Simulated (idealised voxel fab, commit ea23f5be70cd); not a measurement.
You're looking at the process module voxel capacitor over wiring.
Section cut is 195 nm wide and gridded with 5 nm square cells.
Cross-section format: a grid of square cells, given as bands from top to bottom; each band is one or more rows of cells.
A band entry consists of two parts. The first gives the height of the band's top and the height of its bottom, in nm. The rest lists the band's materials from left to right, each with its width in nm. A single material labelled with the word "edge to edge" fills the band from edge to edge, and the word "air" marks empty space.
We count height from 0. Below that, the starting wafer is all one material. The lowest band never ends at the bottom but goes on down; see "top 0, no bottom" for how that is written.
Width spec "30 to 40" -> top row of cells at first value, bottom row at second value, equal per-row change in between.
It should be understood that the words "same as before", when stated for a given step, signify that the cross-section underwent no change in any of its cells during that step.
Voids not open to the top, 8 cells minimum: see "Closed void register". Written width x height at distance; distance is from the left edge; nm.
Read whatever lies past the settings on a step's line as the simulator's own remark about the step.
A step's line can hold "overlay nm"; with a mask on that step, the setting says how far right of the planned place the mask lay, while a negative setting says it lay to the left.

HERE'S WHAT THE PLANNED PROCESS STEPS LOOK LIKE
1. RECEIVE | material Si
2. CONFORMAL_DEP | material SiO2 | thk nm 15
3. CONFORMAL_DEP | material SiN | thk nm 5
4. DIRECTIONAL_DEP | material SiO2 | thk nm 20
5. DIRECTIONAL_DEP | material aC | thk nm 15
6. PATTERN | tone open | mask id METAL_1 | material resist | width nm 25 | pitch nm 75 | thk nm 35 | overlay nm 0
7. DIRECTIONAL_ETCH | etch materials aC | depth nm 15
8. STRIP | etch materials resist
9. DIRECTIONAL_ETCH | etch materials SiO2 | depth nm 20
10. DIRECTIONAL_ETCH | etch materials SiN | depth nm 5
11. STRIP | etch materials aC
12. CONFORMAL_DEP | material TiN | thk nm 5
13. FILL_DEP | material Ru | thk nm 5
14. CMP | height nm 40
15. CONFORMAL_DEP | material SiCN | thk nm 5
16. DIRECTIONAL_DEP | material lowk | thk nm 10
17. MASKED_ETCH | tone open | mask id PLUG_1 | width nm 15 | etch materials lowk | depth nm 10 | overlay nm 0
18. MASKED_ETCH | tone open | mask id PLUG_1 | width nm 15 | etch materials SiCN | depth nm 5 | overlay nm 0
19. EPI | material Ru | thk nm 10
20. EPI | material Ru | thk nm 5
21. DIRECTIONAL_DEP | material TiN | thk nm 10
22. DIRECTIONAL_DEP | material HfO2 | thk nm 5
23. DIRECTIONAL_DEP | material TiN | thk nm 10
24. PATTERN | tone cover | mask id UPPER_PLATE | material resist | width nm 55 | thk nm 15 | overlay nm 0
25. DIRECTIONAL_ETCH | etch materials TiN | depth nm 10
26. DIRECTIONAL_ETCH | etch materials HfO2 | depth nm 5
27. STRIP | etch materials resist
28. PATTERN | tone cover | mask id LOWER_PLATE | material resist | width nm 65 | thk nm 15 | overlay nm 0
29. DIRECTIONAL_ETCH | etch materials TiN | depth nm 10
30. STRIP | etch materials resist
31. FILL_DEP | material SiO2 | thk nm 20
32. CMP | height nm 95
33. PATTERN | tone open | mask id PLUG_2 | material resist | width nm 15 | thk nm 20 | overlay nm 0
34. DIRECTIONAL_ETCH | etch materials SiO2 | depth nm 15
35. STRIP | etch materials resist
36. CONFORMAL_DEP | material TiN | thk nm 5
37. FILL_DEP | material Ru | thk nm 5
38. CMP | height nm 95
39. CONFORMAL_DEP | material SiCN | thk nm 5

ON THE FIRST OF THE TWO WAFERS: RUN CONDUCTED ACCORDING TO PLAN

CROSS-SECTION OF THE WAFER AS IT CAME TO US, I.E., ALREADY THROUGH STEP 1
- top 0, no bottom: Si edge to edge
- Closed void register: none

STATE OF THE WAFER AFTER STEP 2, SHOWN IN CROSS-SECTION
- top 15, bottom 0: SiO2 edge to edge
- Under 0: no change, same as before.

STATE OF THE WAFER AFTER STEP 3, SHOWN IN CROSS-SECTION
- top 20, bottom 15: SiN edge to edge
- Under 15: no change, same as before.

STATE OF THE WAFER AFTER STEP 4, SHOWN IN CROSS-SECTION
- top 40, bottom 20: SiO2 edge to edge
- Under 20: no change, same as before.

STATE OF THE WAFER AFTER STEP 5, SHOWN IN CROSS-SECTION
- top 55, bottom 40: aC edge to edge
- Under 40: no change, same as before.

STATE OF THE WAFER AFTER STEP 6, SHOWN IN CROSS-SECTION
- top 90, bottom 55: resist: 45 / air: 25 / resist: 50 / air: 25 / resist: 50
- Under 55: no change, same as before.

STATE OF THE WAFER AFTER STEP 7, SHOWN IN CROSS-SECTION
- top 75, bottom 55: resist: 45 / air: 25 / resist: 50 / air: 25 / resist: 50
- top 55, bottom 40: aC: 45 / air: 25 / aC: 50 / air: 25 / aC: 50
- Under 40: no change, same as before.

STATE OF THE WAFER AFTER STEP 8, SHOWN IN CROSS-SECTION
- top 55, bottom 40: aC: 45 / air: 25 / aC: 50 / air: 25 / aC: 50
- Under 40: no change, same as before.

STATE OF THE WAFER AFTER STEP 9, SHOWN IN CROSS-SECTION
- top 55, bottom 40: aC: 45 / air: 25 / aC: 50 / air: 25 / aC: 50
- top 40, bottom 20: SiO2: 45 / air: 25 / SiO2: 50 / air: 25 / SiO2: 50
- Under 20: no change, same as before.

STATE OF THE WAFER AFTER STEP 10, SHOWN IN CROSS-SECTION
- top 55, bottom 40: aC: 45 / air: 25 / aC: 50 / air: 25 / aC: 50
- top 40, bottom 20: SiO2: 45 / air: 25 / SiO2: 50 / air: 25 / SiO2: 50
- top 20, bottom 15: SiN: 45 / air: 25 / SiN: 50 / air: 25 / SiN: 50
- Under 15: no change, same as before.

STATE OF THE WAFER AFTER STEP 11, SHOWN IN CROSS-SECTION
- top 40, bottom 20: SiO2: 45 / air: 25 / SiO2: 50 / air: 25 / SiO2: 50
- Under 20: no change, same as before.

STATE OF THE WAFER AFTER STEP 12, SHOWN IN CROSS-SECTION
- top 45, bottom 40: TiN: 50 / air: 15 / TiN: 60 / air: 15 / TiN: 55
- top 40, bottom 20: SiO2: 45 / TiN: 5 / air: 15 / TiN: 5 / SiO2: 50 / TiN: 5 / air: 15 / TiN: 5 / SiO2: 50
- top 20, bottom 15: SiN: 45 / TiN: 25 / SiN: 50 / TiN: 25 / SiN: 50
- Under 15: no change, same as before.

STATE OF THE WAFER AFTER STEP 13, SHOWN IN CROSS-SECTION
- top 50, bottom 45: Ru edge to edge
- top 45, bottom 40: TiN: 50 / Ru: 15 / TiN: 60 / Ru: 15 / TiN: 55
- top 40, bottom 20: SiO2: 45 / TiN: 5 / Ru: 15 / TiN: 5 / SiO2: 50 / TiN: 5 / Ru: 15 / TiN: 5 / SiO2: 50
- Under 20: no change, same as before.

STATE OF THE WAFER AFTER STEP 14, SHOWN IN CROSS-SECTION
- top 40, bottom 20: SiO2: 45 / TiN: 5 / Ru: 15 / TiN: 5 / SiO2: 50 / TiN: 5 / Ru: 15 / TiN: 5 / SiO2: 50
- Under 20: no change, same as before.

STATE OF THE WAFER AFTER STEP 15, SHOWN IN CROSS-SECTION
- top 45, bottom 40: SiCN edge to edge
- Under 40: no change, same as before.

STATE OF THE WAFER AFTER STEP 16, SHOWN IN CROSS-SECTION
- top 55, bottom 45: lowk edge to edge
- Under 45: no change, same as before.

STATE OF THE WAFER AFTER STEP 17, SHOWN IN CROSS-SECTION
- top 55, bottom 45: lowk: 55 / air: 15 / lowk: 125
- Under 45: no change, same as before.

STATE OF THE WAFER AFTER STEP 18, SHOWN IN CROSS-SECTION
- top 55, bottom 45: lowk: 55 / air: 15 / lowk: 125
- top 45, bottom 40: SiCN: 55 / air: 15 / SiCN: 125
- Under 40: no change, same as before.

STATE OF THE WAFER AFTER STEP 19, SHOWN IN CROSS-SECTION
- top 55, bottom 50: lowk: 55 / air: 15 / lowk: 125
- top 50, bottom 45: lowk: 55 / Ru: 15 / lowk: 125
- top 45, bottom 40: SiCN: 55 / Ru: 15 / SiCN: 125
- Under 40: no change, same as before.

STATE OF THE WAFER AFTER STEP 20, SHOWN IN CROSS-SECTION
- top 55, bottom 45: lowk: 55 / Ru: 15 / lowk: 125
- Under 45: no change, same as before.

STATE OF THE WAFER AFTER STEP 21, SHOWN IN CROSS-SECTION
- top 65, bottom 55: TiN edge to edge
- Under 55: no change, same as before.

STATE OF THE WAFER AFTER STEP 22, SHOWN IN CROSS-SECTION
- top 70, bottom 65: HfO2 edge to edge
- Under 65: no change, same as before.

STATE OF THE WAFER AFTER STEP 23, SHOWN IN CROSS-SECTION
- top 80, bottom 70: TiN edge to edge
- Under 70: no change, same as before.

STATE OF THE WAFER AFTER STEP 24, SHOWN IN CROSS-SECTION
- top 95, bottom 80: air: 55 / resist: 55 / air: 85
- Under 80: no change, same as before.

STATE OF THE WAFER AFTER STEP 25, SHOWN IN CROSS-SECTION
- top 95, bottom 80: air: 55 / resist: 55 / air: 85
- top 80, bottom 70: air: 55 / TiN: 55 / air: 85
- Under 70: no change, same as before.

STATE OF THE WAFER AFTER STEP 26, SHOWN IN CROSS-SECTION
- top 95, bottom 80: air: 55 / resist: 55 / air: 85
- top 80, bottom 70: air: 55 / TiN: 55 / air: 85
- top 70, bottom 65: air: 55 / HfO2: 55 / air: 85
- Under 65: no change, same as before.

STATE OF THE WAFER AFTER STEP 27, SHOWN IN CROSS-SECTION
- top 80, bottom 70: air: 55 / TiN: 55 / air: 85
- Under 70: no change, same as before.

STATE OF THE WAFER AFTER STEP 28, SHOWN IN CROSS-SECTION
- top 95, bottom 80: air: 50 / resist: 65 / air: 80
- top 80, bottom 70: air: 50 / resist: 5 / TiN: 55 / resist: 5 / air: 80
- top 70, bottom 65: air: 50 / resist: 5 / HfO2: 55 / resist: 5 / air: 80
- Under 65: no change, same as before.

STATE OF THE WAFER AFTER STEP 29, SHOWN IN CROSS-SECTION
- top 95, bottom 80: air: 50 / resist: 65 / air: 80
- top 80, bottom 70: air: 50 / resist: 5 / TiN: 55 / resist: 5 / air: 80
- top 70, bottom 65: air: 50 / resist: 5 / HfO2: 55 / resist: 5 / air: 80
- top 65, bottom 55: air: 50 / TiN: 65 / air: 80
- Under 55: no change, same as before.

STATE OF THE WAFER AFTER STEP 30, SHOWN IN CROSS-SECTION
- top 80, bottom 70: air: 55 / TiN: 55 / air: 85
- top 70, bottom 65: air: 55 / HfO2: 55 / air: 85
- Under 65: no change, same as before.

STATE OF THE WAFER AFTER STEP 31, SHOWN IN CROSS-SECTION
- top 100, bottom 80: SiO2 edge to edge
- top 80, bottom 70: SiO2: 55 / TiN: 55 / SiO2: 85
- top 70, bottom 65: SiO2: 55 / HfO2: 55 / SiO2: 85
- top 65, bottom 55: SiO2: 50 / TiN: 65 / SiO2: 80
- Under 55: no change, same as before.

STATE OF THE WAFER AFTER STEP 32, SHOWN IN CROSS-SECTION
- top 95, bottom 80: SiO2 edge to edge
- Under 80: no change, same as before.

STATE OF THE WAFER AFTER STEP 33, SHOWN IN CROSS-SECTION
- top 115, bottom 95: resist: 65 / air: 15 / resist: 115
- Under 95: no change, same as before.

STATE OF THE WAFER AFTER STEP 34, SHOWN IN CROSS-SECTION
- top 115, bottom 95: resist: 65 / air: 15 / resist: 115
- top 95, bottom 80: SiO2: 65 / air: 15 / SiO2: 115
- Under 80: no change, same as before.

STATE OF THE WAFER AFTER STEP 35, SHOWN IN CROSS-SECTION
- top 95, bottom 80: SiO2: 65 / air: 15 / SiO2: 115
- Under 80: no change, same as before.

STATE OF THE WAFER AFTER STEP 36, SHOWN IN CROSS-SECTION
- top 100, bottom 95: TiN: 70 / air: 5 / TiN: 120
- top 95, bottom 85: SiO2: 65 / TiN: 5 / air: 5 / TiN: 5 / SiO2: 115
- top 85, bottom 80: SiO2: 65 / TiN: 15 / SiO2: 115
- Under 80: no change, same as before.

STATE OF THE WAFER AFTER STEP 37, SHOWN IN CROSS-SECTION
- top 105, bottom 100: Ru edge to edge
- top 100, bottom 95: TiN: 70 / Ru: 5 / TiN: 120
- top 95, bottom 85: SiO2: 65 / TiN: 5 / Ru: 5 / TiN: 5 / SiO2: 115
- Under 85: no change, same as before.

STATE OF THE WAFER AFTER STEP 38, SHOWN IN CROSS-SECTION
- top 95, bottom 85: SiO2: 65 / TiN: 5 / Ru: 5 / TiN: 5 / SiO2: 115
- Under 85: no change, same as before.

STATE OF THE WAFER AFTER STEP 39, SHOWN IN CROSS-SECTION
- top 100, bottom 95: SiCN edge to edge
- Under 95: no change, same as before.

SECOND WAFER (IDENTICAL START AND PLAN, ONE PROCESSING ERROR; MATCHES FIRST WAFER THROUGH STEP 21)

At the planned end of step 22, the second wafer in cross-section: same as before

AT THE PLANNED END OF STEP 23, THE SECOND WAFER IN CROSS-SECTION
- top 75, bottom 55: TiN edge to edge
- Under 55: no change, same as before.

AT THE PLANNED END OF STEP 24, THE SECOND WAFER IN CROSS-SECTION
- top 90, bottom 75: air: 55 / resist: 55 / air: 85
- Under 75: no change, same as before.

AT THE PLANNED END OF STEP 25, THE SECOND WAFER IN CROSS-SECTION
- top 90, bottom 75: air: 55 / resist: 55 / air: 85
- top 75, bottom 65: air: 55 / TiN: 55 / air: 85
- Under 65: no change, same as before.

At the planned end of step 26, the second wafer in cross-section: same as before

AT THE PLANNED END OF STEP 27, THE SECOND WAFER IN CROSS-SECTION
- top 75, bottom 65: air: 55 / TiN: 55 / air: 85
- Under 65: no change, same as before.

AT THE PLANNED END OF STEP 28, THE SECOND WAFER IN CROSS-SECTION
- top 90, bottom 75: air: 50 / resist: 65 / air: 80
- top 75, bottom 65: air: 50 / resist: 5 / TiN: 55 / resist: 5 / air: 80
- Under 65: no change, same as before.

AT THE PLANNED END OF STEP 29, THE SECOND WAFER IN CROSS-SECTION
- top 90, bottom 75: air: 50 / resist: 65 / air: 80
- top 75, bottom 65: air: 50 / resist: 5 / TiN: 55 / resist: 5 / air: 80
- top 65, bottom 55: air: 50 / TiN: 65 / air: 80
- Under 55: no change, same as before.

AT THE PLANNED END OF STEP 30, THE SECOND WAFER IN CROSS-SECTION
- top 75, bottom 65: air: 55 / TiN: 55 / air: 85
- Under 65: no change, same as before.

AT THE PLANNED END OF STEP 31, THE SECOND WAFER IN CROSS-SECTION
- top 95, bottom 75: SiO2 edge to edge
- top 75, bottom 65: SiO2: 55 / TiN: 55 / SiO2: 85
- top 65, bottom 55: SiO2: 50 / TiN: 65 / SiO2: 80
- Under 55: no change, same as before.

At the planned end of step 32, the second wafer in cross-section: same as before

AT THE PLANNED END OF STEP 33, THE SECOND WAFER IN CROSS-SECTION
- top 115, bottom 95: resist: 65 / air: 15 / resist: 115
- Under 95: no change, same as before.

AT THE PLANNED END OF STEP 34, THE SECOND WAFER IN CROSS-SECTION
- top 115, bottom 95: resist: 65 / air: 15 / resist: 115
- top 95, bottom 80: SiO2: 65 / air: 15 / SiO2: 115
- Under 80: no change, same as before.

AT THE PLANNED END OF STEP 35, THE SECOND WAFER IN CROSS-SECTION
- top 95, bottom 80: SiO2: 65 / air: 15 / SiO2: 115
- Under 80: no change, same as before.

AT THE PLANNED END OF STEP 36, THE SECOND WAFER IN CROSS-SECTION
- top 100, bottom 95: TiN: 70 / air: 5 / TiN: 120
- top 95, bottom 85: SiO2: 65 / TiN: 5 / air: 5 / TiN: 5 / SiO2: 115
- top 85, bottom 80: SiO2: 65 / TiN: 15 / SiO2: 115
- Under 80: no change, same as before.

AT THE PLANNED END OF STEP 37, THE SECOND WAFER IN CROSS-SECTION
- top 105, bottom 100: Ru edge to edge
- top 100, bottom 95: TiN: 70 / Ru: 5 / TiN: 120
- top 95, bottom 85: SiO2: 65 / TiN: 5 / Ru: 5 / TiN: 5 / SiO2: 115
- Under 85: no change, same as before.

AT THE PLANNED END OF STEP 38, THE SECOND WAFER IN CROSS-SECTION
- top 95, bottom 85: SiO2: 65 / TiN: 5 / Ru: 5 / TiN: 5 / SiO2: 115
- Under 85: no change, same as before.

AT THE PLANNED END OF STEP 39, THE SECOND WAFER IN CROSS-SECTION
- top 100, bottom 95: SiCN edge to edge
- Under 95: no change, same as before.
So what did we get wrong on this run? step 22 was left out
Final wafer comparison in cells, second versus first, more or fewer per material: -11 HfO2 | +11 SiO2
